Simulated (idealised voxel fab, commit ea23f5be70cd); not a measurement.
Module name: voxel self aligned contacts (process module)
The width of the displayed cross-section, cut, is 290 nm; its cells are square, with a size of 5 nm.
Cross-section format: a grid of square cells, given as bands from top to bottom; each band is one or more rows of cells.
Read a band's entry like this: the first values are the height of its top and the height of its bottom in nm, and what follows is the sequence of materials from left to right, each with its width in nm. Note that "air" is empty space, and that a single material marked "throughout" reaches across the band from edge to edge.
Heads up on the height convention: 0 is the point under which the incoming wafer is all one material, and the lowest band has no bottom, it just keeps going down, like "from 0 down".
When a width is written as two numbers, as in "30..40", the first number is the width in the top row of cells of the band and the second is the width in its bottom row, and the width changes by the same amount from each row to the next.
"no modifications" after a step means that no cell of the cross-section changed.
"Closed voids list" contains a list of empty spaces, each no smaller than 8 cells and without an open way to the top, written in the form width x height at distance with the distance from the left edge and all three in nm.
Read whatever lies past the settings on a step's line as the simulator's own remark about the step.
"overlay nm" denotes, for a step that has a mask, the displacement of the mask to the right of its planned place, with negative values corresponding to the left.
The planned process steps are enumerated hereunder
1 RECEIVE: material Si
2 CONFORMAL_DEP: material SiO2, thk nm 5
3 DIRECTIONAL_DEP: material polySi, thk nm 25
4 DIRECTIONAL_DEP: material SiN, thk nm 20
5 DIRECTIONAL_DEP: material aC, thk nm 10
6 PATTERN: tone cover, mask id GATE, material resist, width nm 35, pitch nm 60, thk nm 25, overlay nm 0
7 DIRECTIONAL_ETCH: etch materials aC, depth nm 10
8 STRIP: etch materials resist
9 DIRECTIONAL_ETCH: etch materials SiN, depth nm 20
10 DIRECTIONAL_ETCH: etch materials polySi, depth nm 25
11 STRIP: etch materials aC
12 CONFORMAL_DEP: material SiN, thk nm 5
13 DIRECTIONAL_ETCH: etch materials SiN, depth nm 5
14 FILL_DEP: material SiO2, thk nm 10
15 CMP: height nm 55
16 MASKED_ETCH: tone open, mask id CONTACT, width nm 35, etch materials SiO2, depth nm 55, overlay nm 0
17 CONFORMAL_DEP: material TiN, thk nm 5
18 FILL_DEP: material W, thk nm 5
19 CMP: height nm 55
20 CONFORMAL_DEP: material SiN, thk nm 5
The first of the two wafers, which ran as planned
Cross-section of the wafer at receipt, which is the condition after step 1
- from 0 down: Si throughout
- Closed voids list: none
Cross-sectional representation of the wafer at the conclusion of step 2
- from 5 to 0: SiO2 throughout
- Lower than 0, everything is as it was.
Cross-sectional representation of the wafer at the conclusion of step 3
- from 30 to 5: polySi throughout
- Lower than 5, everything is as it was.
Cross-sectional representation of the wafer at the conclusion of step 4
- from 50 to 30: SiN throughout
- Lower than 30, everything is as it was.
Cross-sectional representation of the wafer at the conclusion of step 5
- from 60 to 50: aC throughout
- Lower than 50, everything is as it was.
Cross-sectional representation of the wafer at the conclusion of step 6
- from 85 to 60: air=95 | resist=35 | air=25 | resist=35 | air=100
- Lower than 60, everything is as it was.
Cross-sectional representation of the wafer at the conclusion of step 7
- from 75 to 60: air=95 | resist=35 | air=25 | resist=35 | air=100
- from 60 to 50: air=95 | aC=35 | air=25 | aC=35 | air=100
- Lower than 50, everything is as it was.
Cross-sectional representation of the wafer at the conclusion of step 8
- from 60 to 50: air=95 | aC=35 | air=25 | aC=35 | air=100
- Lower than 50, everything is as it was.
Cross-sectional representation of the wafer at the conclusion of step 9
- from 60 to 50: air=95 | aC=35 | air=25 | aC=35 | air=100
- from 50 to 30: air=95 | SiN=35 | air=25 | SiN=35 | air=100
- Lower than 30, everything is as it was.
Cross-sectional representation of the wafer at the conclusion of step 10
- from 60 to 50: air=95 | aC=35 | air=25 | aC=35 | air=100
- from 50 to 30: air=95 | SiN=35 | air=25 | SiN=35 | air=100
- from 30 to 5: air=95 | polySi=35 | air=25 | polySi=35 | air=100
- Lower than 5, everything is as it was.
Cross-sectional representation of the wafer at the conclusion of step 11
- from 50 to 30: air=95 | SiN=35 | air=25 | SiN=35 | air=100
- Lower than 30, everything is as it was.
Cross-sectional representation of the wafer at the conclusion of step 12
- from 55 to 30: air=90 | SiN=45 | air=15 | SiN=45 | air=95
- from 30 to 10: air=90 | SiN=5 | polySi=35 | SiN=5 | air=15 | SiN=5 | polySi=35 | SiN=5 | air=95
- from 10 to 5: SiN=95 | polySi=35 | SiN=25 | polySi=35 | SiN=100
- Lower than 5, everything is as it was.
Cross-sectional representation of the wafer at the conclusion of step 13
- from 50 to 30: air=90 | SiN=45 | air=15 | SiN=45 | air=95
- from 30 to 5: air=90 | SiN=5 | polySi=35 | SiN=5 | air=15 | SiN=5 | polySi=35 | SiN=5 | air=95
- Lower than 5, everything is as it was.
Cross-sectional representation of the wafer at the conclusion of step 14
- from 60 to 50: SiO2 throughout
- from 50 to 30: SiO2=90 | SiN=45 | SiO2=15 | SiN=45 | SiO2=95
- from 30 to 5: SiO2=90 | SiN=5 | polySi=35 | SiN=5 | SiO2=15 | SiN=5 | polySi=35 | SiN=5 | SiO2=95
- Lower than 5, everything is as it was.
Cross-sectional representation of the wafer at the conclusion of step 15
- from 55 to 50: SiO2 throughout
- Lower than 50, everything is as it was.
Cross-sectional representation of the wafer at the conclusion of step 16
- from 55 to 50: SiO2=125 | air=35 | SiO2=130
- from 50 to 30: SiO2=90 | SiN=45 | air=15 | SiN=45 | SiO2=95
- from 30 to 5: SiO2=90 | SiN=5 | polySi=35 | SiN=5 | air=15 | SiN=5 | polySi=35 | SiN=5 | SiO2=95
- from 5 to 0: SiO2=135 | air=15 | SiO2=140
- Lower than 0, everything is as it was.
Cross-sectional representation of the wafer at the conclusion of step 17
- from 60 to 55: TiN=130 | air=25 | TiN=135
- from 55 to 50: SiO2=125 | TiN=15 | air=5 | TiN=15 | SiO2=130
- from 50 to 30: SiO2=90 | SiN=45 | TiN=5 | air=5 | TiN=5 | SiN=45 | SiO2=95
- from 30 to 5: SiO2=90 | SiN=5 | polySi=35 | SiN=5 | TiN=5 | air=5 | TiN=5 | SiN=5 | polySi=35 | SiN=5 | SiO2=95
- from 5 to 0: SiO2=135 | TiN=15 | SiO2=140
- Lower than 0, everything is as it was.
Cross-sectional representation of the wafer at the conclusion of step 18
- from 65 to 60: W throughout
- from 60 to 55: TiN=130 | W=25 | TiN=135
- from 55 to 50: SiO2=125 | TiN=15 | W=5 | TiN=15 | SiO2=130
- from 50 to 30: SiO2=90 | SiN=45 | TiN=5 | W=5 | TiN=5 | SiN=45 | SiO2=95
- from 30 to 5: SiO2=90 | SiN=5 | polySi=35 | SiN=5 | TiN=5 | W=5 | TiN=5 | SiN=5 | polySi=35 | SiN=5 | SiO2=95
- Lower than 5, everything is as it was.
Cross-sectional representation of the wafer at the conclusion of step 19
- from 55 to 50: SiO2=125 | TiN=15 | W=5 | TiN=15 | SiO2=130
- Lower than 50, everything is as it was.
Cross-sectional representation of the wafer at the conclusion of step 20
- from 60 to 55: SiN throughout
- Lower than 55, everything is as it was.
Wafer two. Identical start, identical plan. One mistake in execution. Identical history through step 11
Cross-section, second wafer, at the end time the plan gives for step 12: no modifications
Cross-section, second wafer, at the end time the plan gives for step 13
- from 45 to 30: air=95 | SiN=35 | air=25 | SiN=35 | air=100
- Lower than 30, everything is as it was.
Cross-section, second wafer, at the end time the plan gives for step 14
- from 55 to 45: SiO2 throughout
- from 45 to 30: SiO2=95 | SiN=35 | SiO2=25 | SiN=35 | SiO2=100
- from 30 to 5: SiO2=95 | polySi=35 | SiO2=25 | polySi=35 | SiO2=100
- Lower than 5, everything is as it was.
Cross-section, second wafer, at the end time the plan gives for step 15: no modifications
Cross-section, second wafer, at the end time the plan gives for step 16
- from 55 to 45: SiO2=125 | air=35 | SiO2=130
- from 45 to 30: SiO2=95 | SiN=35 | air=25 | SiN=35 | SiO2=100
- from 30 to 5: SiO2=95 | polySi=35 | air=25 | polySi=35 | SiO2=100
- from 5 to 0: SiO2=130 | air=25 | SiO2=135
- Lower than 0, everything is as it was.
Cross-section, second wafer, at the end time the plan gives for step 17
- from 60 to 55: TiN=130 | air=25 | TiN=135
- from 55 to 45: SiO2=125 | TiN=5..10 | air=25..15 | TiN=5..10 | SiO2=130
- from 45 to 30: SiO2=95 | SiN=35 | TiN=5 | air=15 | TiN=5 | SiN=35 | SiO2=100
- from 30 to 5: SiO2=95 | polySi=35 | TiN=5 | air=15 | TiN=5 | polySi=35 | SiO2=100
- from 5 to 0: SiO2=130 | TiN=25 | SiO2=135
- Lower than 0, everything is as it was.
Cross-section, second wafer, at the end time the plan gives for step 18
- from 65 to 60: W throughout
- from 60 to 55: TiN=130 | W=25 | TiN=135
- from 55 to 45: SiO2=125 | TiN=5..10 | W=25..15 | TiN=5..10 | SiO2=130
- from 45 to 30: SiO2=95 | SiN=35 | TiN=5 | W=15 | TiN=5 | SiN=35 | SiO2=100
- from 30 to 5: SiO2=95 | polySi=35 | TiN=5 | W=15 | TiN=5 | polySi=35 | SiO2=100
- Lower than 5, everything is as it was.
Cross-section, second wafer, at the end time the plan gives for step 19
- from 55 to 45: SiO2=125 | TiN=5..10 | W=25..15 | TiN=5..10 | SiO2=130
- Lower than 45, everything is as it was.
Cross-section, second wafer, at the end time the plan gives for step 20
- from 60 to 55: SiN throughout
- Lower than 55, everything is as it was.
Here's what went sideways: plan step 12 never ran because it was skipped
Final difference in cells, second wafer against first, listed per material as more or fewer: -50 SiN; +28 SiO2; +22 W
